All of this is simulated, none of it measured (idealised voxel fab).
The process module that follows is named voxel capacitor over wiring.
The cross-section shown here is cut; it is 200 nm wide and divided into square cells measuring 5 nm on a side.
Think of the cross-section as a grid of square cells. We describe it in bands, top to bottom, and each band covers one or more rows of those cells. Heights first: top, then bottom, in nm. Then materials, left to right, each with a width in nm. "throughout" on a single material: fills the band edge to edge. "air": empty space. The reference from which all heights are counted is 0, the level beneath which the as-received wafer is entirely one material; the lowest band, having no lower bound, proceeds downward and is written after the example "from 0 down". The notation "30 to 40" denotes a width that varies across the rows of cells in the band, beginning at the first number in the top row, finishing at the second number in the bottom row, and changing by an identical amount from each row to the next. Take "nothing different" at face value: in the step it is given for, the cross-section changed in none of its cells. In the "Closed void inventory" entry, you get each enclosed empty space of 8 cells or more, one with no open way to the top, written width x height at distance, distance from the left edge, in nm. after a step's settings: what the simulator itself notes on the step. The optional step-line setting "overlay nm" applies to steps with a mask and quantifies how far to the right of its planned location the mask lay, a negative value indicating leftward placement.

-- Intended process steps
1) RECEIVE,material Si
2) CONFORMAL_DEP,material SiO2,thk nm 15
3) DIRECTIONAL_DEP,material TiN,thk nm 5
4) DIRECTIONAL_DEP,material Ru,thk nm 20
5) MASKED_ETCH,tone cover,mask id METAL_1,width nm 20,pitch nm 90,etch materials Ru,depth nm 20,overlay nm 0
6) MASKED_ETCH,tone cover,mask id METAL_1,width nm 20,pitch nm 90,etch materials TiN,depth nm 5,overlay nm 0
7) FILL_DEP,material SiO2,thk nm 10
8) CMP,height nm 40
9) CONFORMAL_DEP,material SiCN,thk nm 5
10) DIRECTIONAL_DEP,material lowk,thk nm 15
11) MASKED_ETCH,tone open,mask id PLUG_1,width nm 15,etch materials lowk,depth nm 15,overlay nm 0
12) MASKED_ETCH,tone open,mask id PLUG_1,width nm 15,etch materials SiCN,depth nm 5,overlay nm 0
13) EPI,material Ru,thk nm 10
14) EPI,material Ru,thk nm 10
15) DIRECTIONAL_DEP,material TiN,thk nm 10
16) DIRECTIONAL_DEP,material SiN,thk nm 5
17) DIRECTIONAL_DEP,material TiN,thk nm 10
18) DIRECTIONAL_DEP,material aC,thk nm 15
19) PATTERN,tone cover,mask id UPPER_PLATE,material resist,width nm 75,thk nm 30,overlay nm 0
20) DIRECTIONAL_ETCH,etch materials aC,depth nm 15
21) STRIP,etch materials resist
22) DIRECTIONAL_ETCH,etch materials TiN,depth nm 10
23) DIRECTIONAL_ETCH,etch materials SiN,depth nm 5
24) STRIP,etch materials aC
25) MASKED_ETCH,tone cover,mask id LOWER_PLATE,width nm 85,etch materials TiN,depth nm 10,overlay nm 0
26) FILL_DEP,material SiO2,thk nm 20
27) CMP,height nm 100
28) PATTERN,tone open,mask id PLUG_2,material resist,width nm 15,thk nm 15,overlay nm 0
29) DIRECTIONAL_ETCH,etch materials SiO2,depth nm 15
30) STRIP,etch materials resist
31) CONFORMAL_DEP,material TiN,thk nm 5
32) FILL_DEP,material W,thk nm 10
33) CMP,height nm 100
34) CONFORMAL_DEP,material SiCN,thk nm 5

-- Here's what the wafer looked like in cross-section when it arrived - that's after step 1
    from 0 down: Si throughout
    Closed void inventory: none

-- End-of-module XS, first of two wafers, run as planned
    from 105 to 100: SiCN throughout
    from 100 to 90: SiO2: 60 | TiN: 5 | W: 5 | TiN: 5 | SiO2: 125
    from 90 to 85: SiO2: 60 | TiN: 15 | SiO2: 125
    from 85 to 75: SiO2: 50 | TiN: 75 | SiO2: 75
    from 75 to 70: SiO2: 50 | SiN: 75 | SiO2: 75
    from 70 to 60: SiO2: 45 | TiN: 85 | SiO2: 70
    from 60 to 45: lowk: 50 | Ru: 15 | lowk: 135
    from 45 to 40: SiCN: 50 | Ru: 15 | SiCN: 135
    from 40 to 20: SiO2: 45 | Ru: 20 | SiO2: 70 | Ru: 20 | SiO2: 45
    from 20 to 15: SiO2: 45 | TiN: 20 | SiO2: 70 | TiN: 20 | SiO2: 45
    from 15 to 0: SiO2 throughout
    from 0 down: Si throughout
    Closed void inventory: none

-- Wafer two, end of module, cross-section. Same start, same plan as wafer one. One mistake in the run
    from 105 to 100: SiCN throughout
    from 100 to 90: SiO2: 60 | TiN: 5 | W: 5 | TiN: 5 | SiO2: 125
    from 90 to 85: SiO2: 60 | TiN: 15 | SiO2: 125
    from 85 to 75: SiO2: 50 | TiN: 75 | SiO2: 75
    from 75 to 70: SiO2: 50 | SiN: 75 | SiO2: 75
    from 70 to 60: SiO2: 45 | TiN: 85 | SiO2: 70
    from 60 to 45: lowk: 50 | Ru: 15 | lowk: 135
    from 45 to 40: SiCN: 50 | Ru: 15 | SiCN: 135
    from 40 to 20: SiO2: 40 | Ru: 30 | SiO2: 60 | Ru: 30 | SiO2: 40
    from 20 to 15: SiO2: 40 | TiN: 30 | SiO2: 60 | TiN: 30 | SiO2: 40
    from 15 to 0: SiO2 throughout
    from 0 down: Si throughout
    Closed void inventory: none
Against the plan, the run slipped here: step 5 ran with different settings than intended, the actual operation and settings being MASKED_ETCH,tone cover,mask id METAL_1,width nm 30,pitch nm 90,etch materials Ru,depth nm 20,overlay nm 0
Counted in cells at the end, the second wafer holds more or fewer of these materials than the first: 16 more of Ru; 20 fewer of SiO2; 4 more of TiN
